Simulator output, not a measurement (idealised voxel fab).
Process module in this document: voxel self aligned vias
Xsec cut, 180 nm wide, square cell size 5 nm.
This document writes a cross-section as a grid whose cells are square, and gives it as bands, listed from the top down; one or more rows of cells form a band. Quick guide to a band line: top height, bottom height (nm) up front; then every material left to right with its width in nm. Only one material and it's marked "all across"? Then it fills the band edge to edge. And "blank" just means empty space. Height datum 0, below which the as-received substrate wafer is one material. Lowest band open at the bottom, running downward: "0 and below". With a width like "30..40", each row of cells in the band differs from the next by the same amount, the top row carrying the first number and the bottom row the second. Take "same as before" at face value: in the step it is given for, the cross-section changed in none of its cells. In "Unvented internal voids" the enclosed voids are listed, meaning empty spaces of 8 cells or larger without any opening to the top. The form is width x height at distance, distance from the left edge, units nm. Anything after a step's settings on that line? It's the simulator's own note about the step. overlay nm: where the mask lay relative to plan, measured to the right, on steps with a mask; negatives go left.
Here's what the planned process steps look like
1) RECEIVE | material Si
2) CONFORMAL_DEP | material SiO2 | thk nm 10
3) CONFORMAL_DEP | material SiCN | thk nm 5
4) DIRECTIONAL_DEP | material lowk | thk nm 25
5) DIRECTIONAL_DEP | material aC | thk nm 15
6) PATTERN | tone open | mask id LINES | material resist | width nm 30 | pitch nm 55 | thk nm 30 | overlay nm 0
7) DIRECTIONAL_ETCH | etch materials aC | depth nm 15
8) STRIP | etch materials resist
9) DIRECTIONAL_ETCH | etch materials lowk | depth nm 25
10) STRIP | etch materials aC
11) CONFORMAL_DEP | material TiN | thk nm 5
12) FILL_DEP | material Ru | thk nm 5
13) CMP | height nm 40
14) SELECTIVE_ETCH | etch materials W Ru TiN | depth nm 10
15) FILL_DEP | material SiN | thk nm 5
16) CMP | height nm 40
17) DIRECTIONAL_DEP | material lowk | thk nm 20
18) DIRECTIONAL_DEP | material aC | thk nm 10
19) PATTERN | tone open | mask id VIAS | material resist | width nm 40 | pitch nm 55 | thk nm 30 | overlay nm 0
20) DIRECTIONAL_ETCH | etch materials aC | depth nm 10
21) STRIP | etch materials resist
22) DIRECTIONAL_ETCH | etch materials lowk | depth nm 20
23) DIRECTIONAL_ETCH | etch materials SiN | depth nm 10
24) STRIP | etch materials aC
25) CONFORMAL_DEP | material TiN | thk nm 5
26) FILL_DEP | material Cu | thk nm 5
27) CMP | height nm 60
28) CONFORMAL_DEP | material SiCN | thk nm 5
Cross-sectional view of the wafer in its as-received condition, corresponding to the state after step 1
- 0 and below  Si all across
- Unvented internal voids: none
Cross-section at module end, one run error; start and plan unchanged from above
- 65 down to 60  SiCN all across
- 60 down to 40  40 lowk | 5 TiN | 30 Cu | 5 TiN | 15 lowk | 5 TiN | 30 Cu | 5 TiN | 45 lowk
- 40 down to 35  40 SiN | 10 TiN | 20 Cu | 10 TiN | 15 SiN | 10 TiN | 20 Cu | 10 TiN | 45 SiN
- 35 down to 30  45 lowk | 30 TiN | 25 lowk | 30 TiN | 50 lowk
- 30 down to 15  45 lowk | 5 TiN | 20 Ru | 5 TiN | 25 lowk | 5 TiN | 20 Ru | 5 TiN | 50 lowk
- 15 down to 10  45 lowk | 30 TiN | 25 lowk | 30 TiN | 50 lowk
- 10 down to 5  SiCN all across
- 5 down to 0  SiO2 all across
- 0 and below  Si all across
- Unvented internal voids: none
Against the plan, the run slipped here: note that step 2 departed from the planned setting and was carried out as CONFORMAL_DEP | material SiO2 | thk nm 5
